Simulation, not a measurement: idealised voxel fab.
process module | voxel fin reveal
cross-section cut | 275 nm wide | cells 5 nm
A cross-section is a grid of square cells, given in bands from the top down. A band is one or more rows of cells.
Each band's line starts with the height of the band's top and of its bottom, in nm. Then come its materials from left to right, each with its width in nm. One material with "throughout" fills the band from edge to edge. "air" is empty space.
Height 0 is the level under which the wafer as received is all one material. The lowest band goes on downwards, as in "0 down".
A width such as "30 to 40" changes by the same amount from each row of cells to the next, from the band's top row to its bottom row.
"no change" after a step means that no cell of the cross-section changed.
closed voids: empty space of 8 cells or more with no open way to the top, each as width x height at its distance from the left edge, in nm
after a step's settings: what the simulator itself notes on the step
overlay nm, on a step with a mask: how far to the right of its planned place the mask lay; to the left if negative
plan
1 op RECEIVE | material Si
2 op CONFORMAL_DEP | material SiN | thk nm 5
3 op MASKED_ETCH | tone cover | mask id FINS | width nm 15 | pitch nm 35 | etch materials SiN | depth nm 5 | overlay nm 0
4 op MASKED_ETCH | tone cover | mask id FINS | width nm 15 | pitch nm 35 | etch materials Si | depth nm 40 | overlay nm 0
5 op OXIDIZE | depth nm 5
6 op FILL_DEP | material SiO2 | thk nm 15
7 op CMP | height nm 5
8 op SELECTIVE_ETCH | etch materials SiO2 | depth nm 20
9 op STRIP | etch materials SiN
first wafer, as planned
as received, after step 1
  0 down: Si throughout
  closed voids: none
after step 2
  5 to 0: SiN throughout
  below 0: unchanged
after step 3
  5 to 0: air 75 | SiN 15 | air 20 | SiN 15 | air 20 | SiN 15 | air 20 | SiN 15 | air 80
  below 0: unchanged
after step 4
  5 to 0: air 75 | SiN 15 | air 20 | SiN 15 | air 20 | SiN 15 | air 20 | SiN 15 | air 80
  0 to -40: air 75 | Si 15 | air 20 | Si 15 | air 20 | Si 15 | air 20 | Si 15 | air 80
  below -40: unchanged
after step 5
  5 to 0: air 75 | SiN 15 | air 20 | SiN 15 | air 20 | SiN 15 | air 20 | SiN 15 | air 80
  0 to -40: air 75 | SiO2 5 | Si 5 | SiO2 5 | air 20 | SiO2 5 | Si 5 | SiO2 5 | air 20 | SiO2 5 | Si 5 | SiO2 5 | air 20 | SiO2 5 | Si 5 | SiO2 5 | air 80
  -40 to -45: SiO2 80 | Si 5 | SiO2 30 | Si 5 | SiO2 30 | Si 5 | SiO2 30 | Si 5 | SiO2 85
  below -45: unchanged
after step 6
  20 to 5: SiO2 throughout
  5 to 0: SiO2 75 | SiN 15 | SiO2 20 | SiN 15 | SiO2 20 | SiN 15 | SiO2 20 | SiN 15 | SiO2 80
  0 to -45: SiO2 80 | Si 5 | SiO2 30 | Si 5 | SiO2 30 | Si 5 | SiO2 30 | Si 5 | SiO2 85
  below -45: unchanged
after step 7
  5 to 0: SiO2 75 | SiN 15 | SiO2 20 | SiN 15 | SiO2 20 | SiN 15 | SiO2 20 | SiN 15 | SiO2 80
  below 0: unchanged
after step 8
  5 to 0: air 75 | SiN 15 | air 20 | SiN 15 | air 20 | SiN 15 | air 20 | SiN 15 | air 80
  0 to -15: air 80 | Si 5 | air 30 | Si 5 | air 30 | Si 5 | air 30 | Si 5 | air 85
  below -15: unchanged
after step 9
  0 to -15: air 80 | Si 5 | air 30 | Si 5 | air 30 | Si 5 | air 30 | Si 5 | air 85
  below -15: unchanged
second wafer: like start, like plan, one mistake. Through step 2 it matches the first wafer
when step 3 should have ended
  5 to 0: SiN 75 | air 15 | SiN 20 | air 15 | SiN 20 | air 15 | SiN 20 | air 15 | SiN 80
  below 0: unchanged
when step 4 should have ended: no change
when step 5 should have ended
  5 to 0: SiN 75 | air 15 | SiN 20 | air 15 | SiN 20 | air 15 | SiN 20 | air 15 | SiN 80
  0 to -5: Si 70 | SiO2 25 | Si 10 | SiO2 25 | Si 10 | SiO2 25 | Si 10 | SiO2 25 | Si 75
  below -5: unchanged
when step 6 should have ended
  20 to 5: SiO2 throughout
  5 to 0: SiN 75 | SiO2 15 | SiN 20 | SiO2 15 | SiN 20 | SiO2 15 | SiN 20 | SiO2 15 | SiN 80
  below 0: unchanged
when step 7 should have ended
  5 to 0: SiN 75 | SiO2 15 | SiN 20 | SiO2 15 | SiN 20 | SiO2 15 | SiN 20 | SiO2 15 | SiN 80
  below 0: unchanged
when step 8 should have ended
  5 to 0: SiN 75 | air 15 | SiN 20 | air 15 | SiN 20 | air 15 | SiN 20 | air 15 | SiN 80
  0 to -5: Si 70 | air 25 | Si 10 | air 25 | Si 10 | air 25 | Si 10 | air 25 | Si 75
  below -5: unchanged
when step 9 should have ended
  0 to -5: Si 70 | air 25 | Si 10 | air 25 | Si 10 | air 25 | Si 10 | air 25 | Si 75
  below -5: unchanged
what went wrong: step 3 ran as: op MASKED_ETCH | tone open | mask id FINS | width nm 15 | pitch nm 35 | etch materials SiN | depth nm 5 | overlay nm 0
at the end the second wafer has, in cells: 439 more of Si | 306 fewer of SiO2
